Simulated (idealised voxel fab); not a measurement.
The following is a process module called voxel quadruple lines.
Cross-section cut: width 180 nm, square cells of 5 nm.
We lay out every cross-section as a grid of square cells and spell it out in bands from the top down, where one band means one or more rows of cells.
Band: top and bottom heights (nm) first, top before bottom; then materials from left to right, widths in nm. "throughout" marks a sole material filling the band edge to edge. "empty" denotes empty space.
Height is counted from the level 0, under which the received wafer is composed throughout of one material. The lowest of the bands is not closed at the bottom but continues downward, in the notation "z 0 and below".
Graded width ("30->40"): value in top row of band = first number; value in bottom row = second number; row-to-row change constant.
A step reported as "changes: none" is a step in which no cell of the cross-section changed.
If an empty space has no open way to the top and is at least 8 cells in size, "Cavities, closed" lists it, written width x height at distance, where distance is measured from the left edge and every value is in nm.
What comes after the settings on a step's line is commentary from the simulator itself on that step.
If you see "overlay nm" on a step's line and that step has a mask, it's telling you how far right of where it was planned the mask ended up; a negative number means it went left instead.
### Set out below are the planned steps of the process
1: RECEIVE [material Si]
2: CONFORMAL_DEP [material Al2O3] [thk nm 5]
3: DIRECTIONAL_DEP [material TiN] [thk nm 10]
4: DIRECTIONAL_DEP [material polySi] [thk nm 15]
5: DIRECTIONAL_DEP [material aC] [thk nm 25]
6: PATTERN [tone cover] [mask id MANDREL] [material resist] [width nm 25] [thk nm 35] [overlay nm 0]
7: DIRECTIONAL_ETCH [etch materials aC] [depth nm 25]
8: STRIP [etch materials resist]
9: CONFORMAL_DEP [material SiO2] [thk nm 15]
10: DIRECTIONAL_ETCH [etch materials SiO2] [depth nm 15]
11: STRIP [etch materials aC]
12: DIRECTIONAL_ETCH [etch materials polySi] [depth nm 15]
13: STRIP [etch materials SiO2]
14: CONFORMAL_DEP [material SiCN] [thk nm 5]
15: DIRECTIONAL_ETCH [etch materials SiCN] [depth nm 5]
16: STRIP [etch materials polySi]
17: DIRECTIONAL_ETCH [etch materials TiN] [depth nm 10]
18: STRIP [etch materials SiCN]
### First of two wafers: run as planned
### So this is the incoming wafer in cross-section - it's already been through step 1
    z 0 and below | Si throughout
    Cavities, closed: none
### Step 2 complete: cross-section through the wafer
    z 5 to 0 | Al2O3 throughout
    Whatever lies below 0 is exactly as it was before.
### Step 3 complete: cross-section through the wafer
    z 15 to 5 | TiN throughout
    Whatever lies below 5 is exactly as it was before.
### Step 4 complete: cross-section through the wafer
    z 30 to 15 | polySi throughout
    Whatever lies below 15 is exactly as it was before.
### Step 5 complete: cross-section through the wafer
    z 55 to 30 | aC throughout
    Whatever lies below 30 is exactly as it was before.
### Step 6 complete: cross-section through the wafer
    z 90 to 55 | empty=75, resist=25, empty=80
    Whatever lies below 55 is exactly as it was before.
### Step 7 complete: cross-section through the wafer
    z 65 to 55 | empty=75, resist=25, empty=80
    z 55 to 30 | empty=75, aC=25, empty=80
    Whatever lies below 30 is exactly as it was before.
### Step 8 complete: cross-section through the wafer
    z 55 to 30 | empty=75, aC=25, empty=80
    Whatever lies below 30 is exactly as it was before.
### Step 9 complete: cross-section through the wafer
    z 70 to 55 | empty=60, SiO2=55, empty=65
    z 55 to 45 | empty=60, SiO2=15, aC=25, SiO2=15, empty=65
    z 45 to 30 | SiO2=75, aC=25, SiO2=80
    Whatever lies below 30 is exactly as it was before.
### Step 10 complete: cross-section through the wafer
    z 55 to 30 | empty=60, SiO2=15, aC=25, SiO2=15, empty=65
    Whatever lies below 30 is exactly as it was before.
### Step 11 complete: cross-section through the wafer
    z 55 to 30 | empty=60, SiO2=15, empty=25, SiO2=15, empty=65
    Whatever lies below 30 is exactly as it was before.
### Step 12 complete: cross-section through the wafer
    z 55 to 30 | empty=60, SiO2=15, empty=25, SiO2=15, empty=65
    z 30 to 15 | empty=60, polySi=15, empty=25, polySi=15, empty=65
    Whatever lies below 15 is exactly as it was before.
### Step 13 complete: cross-section through the wafer
    z 30 to 15 | empty=60, polySi=15, empty=25, polySi=15, empty=65
    Whatever lies below 15 is exactly as it was before.
### Step 14 complete: cross-section through the wafer
    z 35 to 30 | empty=55, SiCN=25, empty=15, SiCN=25, empty=60
    z 30 to 20 | empty=55, SiCN=5, polySi=15, SiCN=5, empty=15, SiCN=5, polySi=15, SiCN=5, empty=60
    z 20 to 15 | SiCN=60, polySi=15, SiCN=25, polySi=15, SiCN=65
    Whatever lies below 15 is exactly as it was before.
### Step 15 complete: cross-section through the wafer
    z 30 to 15 | empty=55, SiCN=5, polySi=15, SiCN=5, empty=15, SiCN=5, polySi=15, SiCN=5, empty=60
    Whatever lies below 15 is exactly as it was before.
### Step 16 complete: cross-section through the wafer
    z 30 to 15 | empty=55, SiCN=5, empty=15, SiCN=5, empty=15, SiCN=5, empty=15, SiCN=5, empty=60
    Whatever lies below 15 is exactly as it was before.
### Step 17 complete: cross-section through the wafer
    z 30 to 15 | empty=55, SiCN=5, empty=15, SiCN=5, empty=15, SiCN=5, empty=15, SiCN=5, empty=60
    z 15 to 5 | empty=55, TiN=5, empty=15, TiN=5, empty=15, TiN=5, empty=15, TiN=5, empty=60
    Whatever lies below 5 is exactly as it was before.
### Step 18 complete: cross-section through the wafer
    z 15 to 5 | empty=55, TiN=5, empty=15, TiN=5, empty=15, TiN=5, empty=15, TiN=5, empty=60
    Whatever lies below 5 is exactly as it was before.
### For the second wafer, take the first wafer's start and plan, then add one mistake made in running it; everything through step 2, that step included, is shared with the first
### Second wafer, sectioned view, at step 3's planned end time
    z 15 to 5 | aC throughout
    Whatever lies below 5 is exactly as it was before.
### Second wafer, sectioned view, at step 4's planned end time
    z 30 to 15 | polySi throughout
    Whatever lies below 15 is exactly as it was before.
### Second wafer, sectioned view, at step 5's planned end time
    z 55 to 30 | aC throughout
    Whatever lies below 30 is exactly as it was before.
### Second wafer, sectioned view, at step 6's planned end time
    z 90 to 55 | empty=75, resist=25, empty=80
    Whatever lies below 55 is exactly as it was before.
### Second wafer, sectioned view, at step 7's planned end time
    z 65 to 55 | empty=75, resist=25, empty=80
    z 55 to 30 | empty=75, aC=25, empty=80
    Whatever lies below 30 is exactly as it was before.
### Second wafer, sectioned view, at step 8's planned end time
    z 55 to 30 | empty=75, aC=25, empty=80
    Whatever lies below 30 is exactly as it was before.
### Second wafer, sectioned view, at step 9's planned end time
    z 70 to 55 | empty=60, SiO2=55, empty=65
    z 55 to 45 | empty=60, SiO2=15, aC=25, SiO2=15, empty=65
    z 45 to 30 | SiO2=75, aC=25, SiO2=80
    Whatever lies below 30 is exactly as it was before.
### Second wafer, sectioned view, at step 10's planned end time
    z 55 to 30 | empty=60, SiO2=15, aC=25, SiO2=15, empty=65
    Whatever lies below 30 is exactly as it was before.
### Second wafer, sectioned view, at step 11's planned end time
    z 55 to 30 | empty=60, SiO2=15, empty=25, SiO2=15, empty=65
    Whatever lies below 30 is exactly as it was before.
### Second wafer, sectioned view, at step 12's planned end time
    z 55 to 30 | empty=60, SiO2=15, empty=25, SiO2=15, empty=65
    z 30 to 15 | empty=60, polySi=15, empty=25, polySi=15, empty=65
    Whatever lies below 15 is exactly as it was before.
### Second wafer, sectioned view, at step 13's planned end time
    z 30 to 15 | empty=60, polySi=15, empty=25, polySi=15, empty=65
    Whatever lies below 15 is exactly as it was before.
### Second wafer, sectioned view, at step 14's planned end time
    z 35 to 30 | empty=55, SiCN=25, empty=15, SiCN=25, empty=60
    z 30 to 20 | empty=55, SiCN=5, polySi=15, SiCN=5, empty=15, SiCN=5, polySi=15, SiCN=5, empty=60
    z 20 to 15 | SiCN=60, polySi=15, SiCN=25, polySi=15, SiCN=65
    Whatever lies below 15 is exactly as it was before.
### Second wafer, sectioned view, at step 15's planned end time
    z 30 to 15 | empty=55, SiCN=5, polySi=15, SiCN=5, empty=15, SiCN=5, polySi=15, SiCN=5, empty=60
    Whatever lies below 15 is exactly as it was before.
### Second wafer, sectioned view, at step 16's planned end time
    z 30 to 15 | empty=55, SiCN=5, empty=15, SiCN=5, empty=15, SiCN=5, empty=15, SiCN=5, empty=60
    Whatever lies below 15 is exactly as it was before.
Second wafer, sectioned view, at step 17's planned end time: changes: none
### Second wafer, sectioned view, at step 18's planned end time
    z 15 to 5 | aC throughout
    Whatever lies below 5 is exactly as it was before.
What was done differently from what was planned? step 3 ran differently from the plan; actual operation with settings: DIRECTIONAL_DEP [material aC] [thk nm 10]
Final difference in cells, second wafer against first, listed per material as more or fewer: -8 TiN | +72 aC
